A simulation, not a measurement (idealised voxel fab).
process module | voxel self aligned contacts
cross-section cut | 205 nm wide | cells 5 nm
A cross-section is a grid of square cells, given in bands from the top down. A band is one or more rows of cells.
Each band's line starts with the height of the band's top and of its bottom, in nm. Then come its materials from left to right, each with its width in nm. One material with "throughout" fills the band from edge to edge. "air" is empty space.
Height 0 is the level under which the wafer as received is all one material. The lowest band goes on downwards, as in "0 down".
A width such as "30 to 40" changes by the same amount from each row of cells to the next, from the band's top row to its bottom row.
"no change" after a step means that no cell of the cross-section changed.
closed voids: empty space of 8 cells or more with no open way to the top, each as width x height at its distance from the left edge, in nm
after a step's settings: what the simulator itself notes on the step
overlay nm, on a step with a mask: how far to the right of its planned place the mask lay; to the left if negative
plan
1 op RECEIVE | material Si
2 op CONFORMAL_DEP | material SiO2 | thk nm 5
3 op DIRECTIONAL_DEP | material polySi | thk nm 25
4 op DIRECTIONAL_DEP | material SiN | thk nm 20
5 op MASKED_ETCH | tone cover | mask id GATE | width nm 25 | pitch nm 60 | etch materials SiN | depth nm 20 | overlay nm 0
6 op MASKED_ETCH | tone cover | mask id GATE | width nm 25 | pitch nm 60 | etch materials polySi | depth nm 25 | overlay nm 0
7 op CONFORMAL_DEP | material SiN | thk nm 10
8 op DIRECTIONAL_ETCH | etch materials SiN | depth nm 10
9 op FILL_DEP | material SiO2 | thk nm 10
10 op CMP | height nm 55
11 op DIRECTIONAL_DEP | material aC | thk nm 10
12 op PATTERN | tone open | mask id CONTACT | material resist | width nm 45 | pitch nm 60 | thk nm 30 | overlay nm 0
13 op DIRECTIONAL_ETCH | etch materials aC | depth nm 10
14 op STRIP | etch materials resist
15 op DIRECTIONAL_ETCH | etch materials SiO2 | depth nm 55
16 op STRIP | etch materials aC
17 op CONFORMAL_DEP | material TiN | thk nm 5
18 op FILL_DEP | material Ru | thk nm 5
19 op CMP | height nm 55
20 op CONFORMAL_DEP | material SiN | thk nm 5
first wafer, as planned
as received, after step 1
  0 down: Si throughout
  closed voids: none
after step 2
  5 to 0: SiO2 throughout
  below 0: unchanged
after step 3
  30 to 5: polySi throughout
  below 5: unchanged
after step 4
  50 to 30: SiN throughout
  below 30: unchanged
after step 5
  50 to 30: air 30 | SiN 25 | air 35 | SiN 25 | air 35 | SiN 25 | air 30
  below 30: unchanged
after step 6
  50 to 30: air 30 | SiN 25 | air 35 | SiN 25 | air 35 | SiN 25 | air 30
  30 to 5: air 30 | polySi 25 | air 35 | polySi 25 | air 35 | polySi 25 | air 30
  below 5: unchanged
after step 7
  60 to 30: air 20 | SiN 45 | air 15 | SiN 45 | air 15 | SiN 45 | air 20
  30 to 15: air 20 | SiN 10 | polySi 25 | SiN 10 | air 15 | SiN 10 | polySi 25 | SiN 10 | air 15 | SiN 10 | polySi 25 | SiN 10 | air 20
  15 to 5: SiN 30 | polySi 25 | SiN 35 | polySi 25 | SiN 35 | polySi 25 | SiN 30
  below 5: unchanged
after step 8
  50 to 30: air 20 | SiN 45 | air 15 | SiN 45 | air 15 | SiN 45 | air 20
  30 to 5: air 20 | SiN 10 | polySi 25 | SiN 10 | air 15 | SiN 10 | polySi 25 | SiN 10 | air 15 | SiN 10 | polySi 25 | SiN 10 | air 20
  below 5: unchanged
after step 9
  60 to 50: SiO2 throughout
  50 to 30: SiO2 20 | SiN 45 | SiO2 15 | SiN 45 | SiO2 15 | SiN 45 | SiO2 20
  30 to 5: SiO2 20 | SiN 10 | polySi 25 | SiN 10 | SiO2 15 | SiN 10 | polySi 25 | SiN 10 | SiO2 15 | SiN 10 | polySi 25 | SiN 10 | SiO2 20
  below 5: unchanged
after step 10
  55 to 50: SiO2 throughout
  below 50: unchanged
after step 11
  65 to 55: aC throughout
  below 55: unchanged
after step 12
  95 to 65: resist 50 | air 45 | resist 15 | air 45 | resist 50
  below 65: unchanged
after step 13
  85 to 65: resist 50 | air 45 | resist 15 | air 45 | resist 50
  65 to 55: aC 50 | air 45 | aC 15 | air 45 | aC 50
  below 55: unchanged
after step 14
  65 to 55: aC 50 | air 45 | aC 15 | air 45 | aC 50
  below 55: unchanged
after step 15
  65 to 55: aC 50 | air 45 | aC 15 | air 45 | aC 50
  55 to 50: SiO2 50 | air 45 | SiO2 15 | air 45 | SiO2 50
  50 to 30: SiO2 20 | SiN 45 | air 15 | SiN 45 | air 15 | SiN 45 | SiO2 20
  30 to 5: SiO2 20 | SiN 10 | polySi 25 | SiN 10 | air 15 | SiN 10 | polySi 25 | SiN 10 | air 15 | SiN 10 | polySi 25 | SiN 10 | SiO2 20
  5 to 0: SiO2 65 | air 15 | SiO2 45 | air 15 | SiO2 65
  below 0: unchanged
after step 16
  55 to 50: SiO2 50 | air 45 | SiO2 15 | air 45 | SiO2 50
  below 50: unchanged
after step 17
  60 to 55: TiN 55 | air 35 | TiN 25 | air 35 | TiN 55
  55 to 50: SiO2 50 | TiN 20 | air 5 | TiN 20 | SiO2 15 | TiN 20 | air 5 | TiN 20 | SiO2 50
  50 to 30: SiO2 20 | SiN 45 | TiN 5 | air 5 | TiN 5 | SiN 45 | TiN 5 | air 5 | TiN 5 | SiN 45 | SiO2 20
  30 to 5: SiO2 20 | SiN 10 | polySi 25 | SiN 10 | TiN 5 | air 5 | TiN 5 | SiN 10 | polySi 25 | SiN 10 | TiN 5 | air 5 | TiN 5 | SiN 10 | polySi 25 | SiN 10 | SiO2 20
  5 to 0: SiO2 65 | TiN 15 | SiO2 45 | TiN 15 | SiO2 65
  below 0: unchanged
after step 18
  65 to 60: Ru throughout
  60 to 55: TiN 55 | Ru 35 | TiN 25 | Ru 35 | TiN 55
  55 to 50: SiO2 50 | TiN 20 | Ru 5 | TiN 20 | SiO2 15 | TiN 20 | Ru 5 | TiN 20 | SiO2 50
  50 to 30: SiO2 20 | SiN 45 | TiN 5 | Ru 5 | TiN 5 | SiN 45 | TiN 5 | Ru 5 | TiN 5 | SiN 45 | SiO2 20
  30 to 5: SiO2 20 | SiN 10 | polySi 25 | SiN 10 | TiN 5 | Ru 5 | TiN 5 | SiN 10 | polySi 25 | SiN 10 | TiN 5 | Ru 5 | TiN 5 | SiN 10 | polySi 25 | SiN 10 | SiO2 20
  below 5: unchanged
after step 19
  55 to 50: SiO2 50 | TiN 20 | Ru 5 | TiN 20 | SiO2 15 | TiN 20 | Ru 5 | TiN 20 | SiO2 50
  below 50: unchanged
after step 20
  60 to 55: SiN throughout
  below 55: unchanged
second wafer: like start, like plan, one mistake. Through step 1 it matches the first wafer
when step 2 should have ended
  25 to 0: polySi throughout
  below 0: unchanged
when step 3 should have ended
  30 to 25: SiO2 throughout
  below 25: unchanged
when step 4 should have ended
  50 to 30: SiN throughout
  below 30: unchanged
when step 5 should have ended
  50 to 30: air 30 | SiN 25 | air 35 | SiN 25 | air 35 | SiN 25 | air 30
  below 30: unchanged
when step 6 should have ended: no change
when step 7 should have ended
  60 to 40: air 20 | SiN 45 | air 15 | SiN 45 | air 15 | SiN 45 | air 20
  40 to 30: SiN throughout
  below 30: unchanged
when step 8 should have ended
  50 to 30: air 20 | SiN 45 | air 15 | SiN 45 | air 15 | SiN 45 | air 20
  below 30: unchanged
when step 9 should have ended
  60 to 50: SiO2 throughout
  50 to 30: SiO2 20 | SiN 45 | SiO2 15 | SiN 45 | SiO2 15 | SiN 45 | SiO2 20
  below 30: unchanged
when step 10 should have ended
  55 to 50: SiO2 throughout
  below 50: unchanged
when step 11 should have ended
  65 to 55: aC throughout
  below 55: unchanged
when step 12 should have ended
  95 to 65: resist 50 | air 45 | resist 15 | air 45 | resist 50
  below 65: unchanged
when step 13 should have ended
  85 to 65: resist 50 | air 45 | resist 15 | air 45 | resist 50
  65 to 55: aC 50 | air 45 | aC 15 | air 45 | aC 50
  below 55: unchanged
when step 14 should have ended
  65 to 55: aC 50 | air 45 | aC 15 | air 45 | aC 50
  below 55: unchanged
when step 15 should have ended
  65 to 55: aC 50 | air 45 | aC 15 | air 45 | aC 50
  55 to 50: SiO2 50 | air 45 | SiO2 15 | air 45 | SiO2 50
  50 to 30: SiO2 20 | SiN 45 | air 15 | SiN 45 | air 15 | SiN 45 | SiO2 20
  30 to 25: SiO2 65 | air 15 | SiO2 45 | air 15 | SiO2 65
  below 25: unchanged
when step 16 should have ended
  55 to 50: SiO2 50 | air 45 | SiO2 15 | air 45 | SiO2 50
  below 50: unchanged
when step 17 should have ended
  60 to 55: TiN 55 | air 35 | TiN 25 | air 35 | TiN 55
  55 to 50: SiO2 50 | TiN 20 | air 5 | TiN 20 | SiO2 15 | TiN 20 | air 5 | TiN 20 | SiO2 50
  50 to 30: SiO2 20 | SiN 45 | TiN 5 | air 5 | TiN 5 | SiN 45 | TiN 5 | air 5 | TiN 5 | SiN 45 | SiO2 20
  30 to 25: SiO2 65 | TiN 15 | SiO2 45 | TiN 15 | SiO2 65
  below 25: unchanged
when step 18 should have ended
  65 to 60: Ru throughout
  60 to 55: TiN 55 | Ru 35 | TiN 25 | Ru 35 | TiN 55
  55 to 50: SiO2 50 | TiN 20 | Ru 5 | TiN 20 | SiO2 15 | TiN 20 | Ru 5 | TiN 20 | SiO2 50
  50 to 30: SiO2 20 | SiN 45 | TiN 5 | Ru 5 | TiN 5 | SiN 45 | TiN 5 | Ru 5 | TiN 5 | SiN 45 | SiO2 20
  below 30: unchanged
when step 19 should have ended
  55 to 50: SiO2 50 | TiN 20 | Ru 5 | TiN 20 | SiO2 15 | TiN 20 | Ru 5 | TiN 20 | SiO2 50
  below 50: unchanged
when step 20 should have ended
  60 to 55: SiN throughout
  below 55: unchanged
what went wrong: steps 2 and 3 were swapped
at the end the second wafer has, in cells: 10 fewer of Ru | 60 fewer of SiN | 40 fewer of SiO2 | 20 fewer of TiN | 130 more of polySi
